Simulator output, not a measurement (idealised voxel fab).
Module name: voxel ribs on slabs (process module)
cross-section cut | 290 nm wide | cells 5 nm
Cross-section layout: square cells on a grid; listed as bands, top to bottom; a band spans one or more cell rows. Quick guide to a band line: top height, bottom height (nm) up front; then every material left to right with its width in nm. Only one material and it's marked "full width"? Then it fills the band edge to edge. And "blank" just means empty space. Height reference: 0 = level under which incoming wafer is all one material. Lowest band: no bottom, runs on downward, e.g. "top 0, no bottom". Note: "30 to 40" means the width goes from the first number (top row of the band) to the second number (bottom row) in equal steps per row of cells. "remained the same", as given for a step, is the statement that not any cell of the cross-section underwent a change during that step. Sealed internal voids: empty space of 8 cells or more with no open way to the top, each as width x height at its distance from the left edge, in nm. If you see something after the settings on a step's line, that's the simulator's own remark about that step. On any step carrying a mask, the "overlay nm" setting, if present on the step's line, tells how far right of its planned place the mask lay; negative values point to the left.
This section lists the process steps that were planned:
- 1: RECEIVE, material Si
- 2: DIRECTIONAL_DEP, material SiO2, thk nm 25
- 3: DIRECTIONAL_DEP, material SiN, thk nm 20
- 4: PATTERN, tone cover, mask id RIB, material resist, width nm 30, thk nm 15, overlay nm 0
- 5: DIRECTIONAL_ETCH, etch materials SiN, depth nm 10
- 6: STRIP, etch materials resist
- 7: DIRECTIONAL_DEP, material aC, thk nm 15
- 8: PATTERN, tone cover, mask id SLAB, material resist, width nm 60, thk nm 30, overlay nm 0
- 9: DIRECTIONAL_ETCH, etch materials aC, depth nm 15
- 10: STRIP, etch materials resist
- 11: DIRECTIONAL_ETCH, etch materials SiN, depth nm 10
- 12: STRIP, etch materials aC
- 13: FILL_DEP, material SiO2, thk nm 25
- 14: CMP, height nm 65
- 15: DIRECTIONAL_DEP, material TiN, thk nm 5
- 16: PATTERN, tone cover, mask id HEATER, material resist, width nm 40, thk nm 15, overlay nm 0
- 17: DIRECTIONAL_ETCH, etch materials TiN, depth nm 5
- 18: STRIP, etch materials resist
- 19: CONFORMAL_DEP, material SiO2, thk nm 5
The cross-section here shows the wafer as received, i.e. in its state after step 1:
top 0, no bottom: Si full width
Sealed internal voids: none
End-of-module cross-section of the first of two wafers, processed as planned:
top 75, bottom 70: blank=120, SiO2=50, blank=120
top 70, bottom 65: SiO2=125, TiN=40, SiO2=125
top 65, bottom 45: SiO2 full width
top 45, bottom 35: SiO2=130, SiN=30, SiO2=130
top 35, bottom 25: SiO2=115, SiN=60, SiO2=115
top 25, bottom 0: SiO2 full width
top 0, no bottom: Si full width
Sealed internal voids: none
This is the second of the two wafers, cross-sectioned at the end of the module; it started exactly like the first and was given the same plan, but it was run with one mistake:
top 75, bottom 70: blank=120, SiO2=50, blank=120
top 70, bottom 65: SiO2=125, TiN=40, SiO2=125
top 65, bottom 55: SiO2 full width
top 55, bottom 45: SiO2=130, SiN=30, SiO2=130
top 45, bottom 35: SiO2=115, SiN=60, SiO2=115
top 35, bottom 25: SiN full width
top 25, bottom 0: SiO2 full width
top 0, no bottom: Si full width
Sealed internal voids: none
What went wrong in running the wafer? step 3 was not run as planned; what actually ran was DIRECTIONAL_DEP, material SiN, thk nm 30
Materials where the second wafer ends with more or fewer cells than the first: SiN +116, SiO2 -116
